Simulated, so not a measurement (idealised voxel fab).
process module | voxel ribs on slabs
cross-section cut | 245 nm wide | cells 5 nm
A cross-section is a grid of square cells, given in bands from the top down. A band is one or more rows of cells.
Each band's line starts with the height of the band's top and of its bottom, in nm. Then come its materials from left to right, each with its width in nm. One material with "throughout" fills the band from edge to edge. "air" is empty space.
Height 0 is the level under which the wafer as received is all one material. The lowest band goes on downwards, as in "0 down".
A width such as "30 to 40" changes by the same amount from each row of cells to the next, from the band's top row to its bottom row.
"no change" after a step means that no cell of the cross-section changed.
closed voids: empty space of 8 cells or more with no open way to the top, each as width x height at its distance from the left edge, in nm
after a step's settings: what the simulator itself notes on the step
overlay nm, on a step with a mask: how far to the right of its planned place the mask lay; to the left if negative
plan
1 op RECEIVE | material Si
2 op DIRECTIONAL_DEP | material SiO2 | thk nm 20
3 op DIRECTIONAL_DEP | material polySi | thk nm 25
4 op MASKED_ETCH | tone cover | mask id RIB | width nm 30 | etch materials polySi | depth nm 5 | overlay nm 0
5 op DIRECTIONAL_DEP | material aC | thk nm 15
6 op PATTERN | tone cover | mask id SLAB | material resist | width nm 70 | thk nm 30 | overlay nm 0
7 op DIRECTIONAL_ETCH | etch materials aC | depth nm 15
8 op STRIP | etch materials resist
9 op DIRECTIONAL_ETCH | etch materials polySi | depth nm 20
10 op STRIP | etch materials aC
11 op FILL_DEP | material SiO2 | thk nm 25
12 op CMP | height nm 65
13 op DIRECTIONAL_DEP | material W | thk nm 10
14 op PATTERN | tone cover | mask id HEATER | material resist | width nm 40 | thk nm 15 | overlay nm 0
15 op DIRECTIONAL_ETCH | etch materials W | depth nm 10
16 op STRIP | etch materials resist
17 op CONFORMAL_DEP | material SiO2 | thk nm 10
as received, after step 1
  0 down: Si throughout
  closed voids: none
a wafer at the end: this start, this plan, one mistake
  85 to 75: air 90 | SiO2 60 | air 95
  75 to 65: SiO2 100 | W 40 | SiO2 105
  65 to 20: polySi throughout
  20 to 0: SiO2 throughout
  0 down: Si throughout
  closed voids: none
what went wrong: step 11 ran as: op FILL_DEP | material polySi | thk nm 25
